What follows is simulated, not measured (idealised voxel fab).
process module | voxel gate over fins
cross-section cut | 210 nm wide | cells 5 nm
A cross-section is a grid of square cells, given in bands from the top down. A band is one or more rows of cells.
Each band's line starts with the height of the band's top and of its bottom, in nm. Then come its materials from left to right, each with its width in nm. One material with "throughout" fills the band from edge to edge. "air" is empty space.
Height 0 is the level under which the wafer as received is all one material. The lowest band goes on downwards, as in "0 down".
A width such as "30 to 40" changes by the same amount from each row of cells to the next, from the band's top row to its bottom row.
"no change" after a step means that no cell of the cross-section changed.
closed voids: empty space of 8 cells or more with no open way to the top, each as width x height at its distance from the left edge, in nm
after a step's settings: what the simulator itself notes on the step
overlay nm, on a step with a mask: how far to the right of its planned place the mask lay; to the left if negative
plan
1 op RECEIVE | material Si
2 op CONFORMAL_DEP | material SiN | thk nm 5
3 op DIRECTIONAL_DEP | material aC | thk nm 10
4 op PATTERN | tone cover | mask id FINS | material resist | width nm 15 | pitch nm 40 | thk nm 30 | overlay nm 0
5 op DIRECTIONAL_ETCH | etch materials aC | depth nm 10
6 op STRIP | etch materials resist
7 op DIRECTIONAL_ETCH | etch materials SiN | depth nm 5
8 op DIRECTIONAL_ETCH | etch materials Si | depth nm 40
9 op STRIP | etch materials aC
10 op OXIDIZE | depth nm 5
11 op FILL_DEP | material SiO2 | thk nm 10
12 op CMP | height nm 5
13 op SELECTIVE_ETCH | etch materials SiO2 | depth nm 20
14 op STRIP | etch materials SiN
15 op CONFORMAL_DEP | material HfO2 | thk nm 5
16 op CONFORMAL_DEP | material TiN | thk nm 5
17 op CONFORMAL_DEP | material TiAl | thk nm 5
18 op CONFORMAL_DEP | material TiN | thk nm 5
19 op FILL_DEP | material W | thk nm 10
20 op CMP | height nm 25
21 op CONFORMAL_DEP | material SiN | thk nm 10
varied across the wafers: width nm of step 4. The plan shows the first wafer's value. All wafers start alike
first wafer as received, after step 1
  0 down: Si throughout
  closed voids: none
each wafer at the end: cells of each material gained (+) or lost (-) since it was received, then its closed voids
width nm 15 | +54 HfO2 | -360 Si | +84 SiN | +240 SiO2 | +54 TiAl | +105 TiN | +117 W | closed voids: none
width nm 20 | +54 HfO2 | -342 Si | +84 SiN | +228 SiO2 | +54 TiAl | +102 TiN | +114 W | closed voids: none
width nm 25 | +54 HfO2 | -324 Si | +84 SiN | +216 SiO2 | +51 TiAl | +102 TiN | +111 W | closed voids: none
